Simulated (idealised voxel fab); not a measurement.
process module | voxel gate over fins
cross-section cut | 215 nm wide | cells 5 nm
A cross-section is a grid of square cells, given in bands from the top down. A band is one or more rows of cells.
Each band's line starts with the height of the band's top and of its bottom, in nm. Then come its materials from left to right, each with its width in nm. One material with "throughout" fills the band from edge to edge. "air" is empty space.
Height 0 is the level under which the wafer as received is all one material. The lowest band goes on downwards, as in "0 down".
A width such as "30 to 40" changes by the same amount from each row of cells to the next, from the band's top row to its bottom row.
"no change" after a step means that no cell of the cross-section changed.
closed voids: empty space of 8 cells or more with no open way to the top, each as width x height at its distance from the left edge, in nm
after a step's settings: what the simulator itself notes on the step
overlay nm, on a step with a mask: how far to the right of its planned place the mask lay; to the left if negative
plan
1 op RECEIVE | material Si
2 op CONFORMAL_DEP | material SiN | thk nm 5
3 op PATTERN | tone cover | mask id FINS | material resist | width nm 15 | pitch nm 50 | thk nm 20 | overlay nm 0
4 op DIRECTIONAL_ETCH | etch materials SiN | depth nm 5
5 op DIRECTIONAL_ETCH | etch materials Si | depth nm 40
6 op STRIP | etch materials resist
7 op FILL_DEP | material SiO2 | thk nm 5
8 op CMP | height nm 5
9 op PATTERN | tone open | mask id RAIL | material resist | width nm 15 | thk nm 20 | overlay nm 0
10 op DIRECTIONAL_ETCH | etch materials SiO2 | depth nm 40
11 op STRIP | etch materials resist
12 op CONFORMAL_DEP | material TiN | thk nm 5
13 op FILL_DEP | material Ru | thk nm 10
14 op CMP | height nm 5
15 op SELECTIVE_ETCH | etch materials W Ru TiN | depth nm 25
16 op FILL_DEP | material SiO2 | thk nm 5
17 op CMP | height nm 5
18 op SELECTIVE_ETCH | etch materials SiO2 | depth nm 15
19 op STRIP | etch materials SiN
20 op CONFORMAL_DEP | material HfO2 | thk nm 5
21 op CONFORMAL_DEP | material TiN | thk nm 5
22 op CONFORMAL_DEP | material TiAl | thk nm 5
23 op CONFORMAL_DEP | material TiN | thk nm 5
24 op FILL_DEP | material W | thk nm 10
25 op CMP | height nm 25
26 op CONFORMAL_DEP | material SiN | thk nm 5
as received, after step 1
  0 down: Si throughout
  closed voids: none
first wafer at the end, as planned
  30 to 25: SiN throughout
  25 to 20: W throughout
  20 to 15: W 5 | TiN 205 | W 5
  15 to 10: W 5 | TiN 5 | TiAl 45 | TiN 5 | TiAl 45 | TiN 5 | TiAl 45 | TiN 5 | TiAl 45 | TiN 5 | W 5
  10 to 5: TiN 10 | TiAl 5 | TiN 35 | TiAl 5 | TiN 5 | TiAl 5 | TiN 35 | TiAl 5 | TiN 5 | TiAl 5 | TiN 35 | TiAl 5 | TiN 5 | TiAl 5 | TiN 35 | TiAl 5 | TiN 10
  5 to 0: TiAl 15 | TiN 5 | HfO2 25 | TiN 5 | TiAl 15 | TiN 5 | HfO2 25 | TiN 5 | TiAl 15 | TiN 5 | HfO2 25 | TiN 5 | TiAl 15 | TiN 5 | HfO2 25 | TiN 5 | TiAl 15
  0 to -5: TiN 20 | HfO2 5 | Si 15 | HfO2 5 | TiN 25 | HfO2 5 | Si 15 | HfO2 5 | TiN 25 | HfO2 5 | Si 15 | HfO2 5 | TiN 25 | HfO2 5 | Si 15 | HfO2 5 | TiN 20
  -5 to -10: HfO2 25 | Si 15 | HfO2 35 | Si 15 | HfO2 35 | Si 15 | HfO2 35 | Si 15 | HfO2 25
  -10 to -20: SiO2 25 | Si 15 | SiO2 35 | Si 15 | SiO2 35 | Si 15 | SiO2 35 | Si 15 | SiO2 25
  -20 to -30: SiO2 25 | Si 15 | SiO2 10 | TiN 5 | Ru 5 | TiN 5 | SiO2 10 | Si 15 | SiO2 35 | Si 15 | SiO2 35 | Si 15 | SiO2 25
  -30 to -35: SiO2 25 | Si 15 | SiO2 10 | TiN 15 | SiO2 10 | Si 15 | SiO2 35 | Si 15 | SiO2 35 | Si 15 | SiO2 25
  -35 to -40: SiO2 25 | Si 15 | SiO2 35 | Si 15 | SiO2 35 | Si 15 | SiO2 35 | Si 15 | SiO2 25
  -40 down: Si throughout
  closed voids: none
second wafer at the end: like start, like plan, one mistake
  30 to 25: SiN throughout
  25 to 20: W throughout
  20 to 15: W 5 | TiN 205 | W 5
  15 to 10: W 5 | TiN 5 | TiAl 45 | TiN 5 | TiAl 45 | TiN 5 | TiAl 45 | TiN 5 | TiAl 45 | TiN 5 | W 5
  10 to 5: W 5 | TiN 5 | TiAl 5 | TiN 35 | TiAl 5 | TiN 5 | TiAl 5 | TiN 35 | TiAl 5 | TiN 5 | TiAl 5 | TiN 35 | TiAl 5 | TiN 5 | TiAl 5 | TiN 35 | TiAl 5 | TiN 5 | W 5
  5 to 0: W 5 | TiN 5 | TiAl 5 | TiN 5 | HfO2 25 | TiN 5 | TiAl 5 | TiN 5 | TiAl 5 | TiN 5 | HfO2 25 | TiN 5 | TiAl 5 | TiN 5 | TiAl 5 | TiN 5 | HfO2 25 | TiN 5 | TiAl 5 | TiN 5 | TiAl 5 | TiN 5 | HfO2 25 | TiN 5 | TiAl 5 | TiN 5 | W 5
  0 to -5: W 5 | TiN 5 | TiAl 5 | TiN 5 | HfO2 5 | Si 15 | HfO2 5 | TiN 5 | TiAl 5 | TiN 5 | TiAl 5 | TiN 5 | HfO2 5 | Si 15 | HfO2 5 | TiN 5 | TiAl 5 | TiN 5 | TiAl 5 | TiN 5 | HfO2 5 | Si 15 | HfO2 5 | TiN 5 | TiAl 5 | TiN 5 | TiAl 5 | TiN 5 | HfO2 5 | Si 15 | HfO2 5 | TiN 5 | TiAl 5 | TiN 5 | W 5
  -5 to -10: TiN 10 | TiAl 5 | TiN 5 | HfO2 5 | Si 15 | HfO2 5 | TiN 5 | TiAl 15 | TiN 5 | HfO2 5 | Si 15 | HfO2 5 | TiN 5 | TiAl 5 | TiN 5 | TiAl 5 | TiN 5 | HfO2 5 | Si 15 | HfO2 5 | TiN 5 | TiAl 5 | TiN 5 | TiAl 5 | TiN 5 | HfO2 5 | Si 15 | HfO2 5 | TiN 5 | TiAl 5 | TiN 10
  -10 to -15: TiAl 15 | TiN 5 | HfO2 5 | Si 15 | HfO2 5 | TiN 25 | HfO2 5 | Si 15 | HfO2 5 | TiN 5 | TiAl 15 | TiN 5 | HfO2 5 | Si 15 | HfO2 5 | TiN 5 | TiAl 15 | TiN 5 | HfO2 5 | Si 15 | HfO2 5 | TiN 5 | TiAl 15
  -15 to -20: TiN 20 | HfO2 5 | Si 15 | HfO2 35 | Si 15 | HfO2 5 | TiN 25 | HfO2 5 | Si 15 | HfO2 5 | TiN 25 | HfO2 5 | Si 15 | HfO2 5 | TiN 20
  -20 to -25: HfO2 25 | Si 15 | HfO2 10 | TiN 5 | Ru 5 | TiN 5 | HfO2 10 | Si 15 | HfO2 35 | Si 15 | HfO2 35 | Si 15 | HfO2 25
  -25 to -30: SiO2 25 | Si 15 | SiO2 10 | TiN 5 | Ru 5 | TiN 5 | SiO2 10 | Si 15 | SiO2 35 | Si 15 | SiO2 35 | Si 15 | SiO2 25
  -30 to -35: SiO2 25 | Si 15 | SiO2 10 | TiN 15 | SiO2 10 | Si 15 | SiO2 35 | Si 15 | SiO2 35 | Si 15 | SiO2 25
  -35 to -40: SiO2 25 | Si 15 | SiO2 35 | Si 15 | SiO2 35 | Si 15 | SiO2 35 | Si 15 | SiO2 25
  -40 down: Si throughout
  closed voids: none
what went wrong: step 18 was run twice
at the end the second wafer has, in cells: 26 more of HfO2 | 90 fewer of SiO2 | 22 more of TiAl | 36 more of TiN | 6 more of W
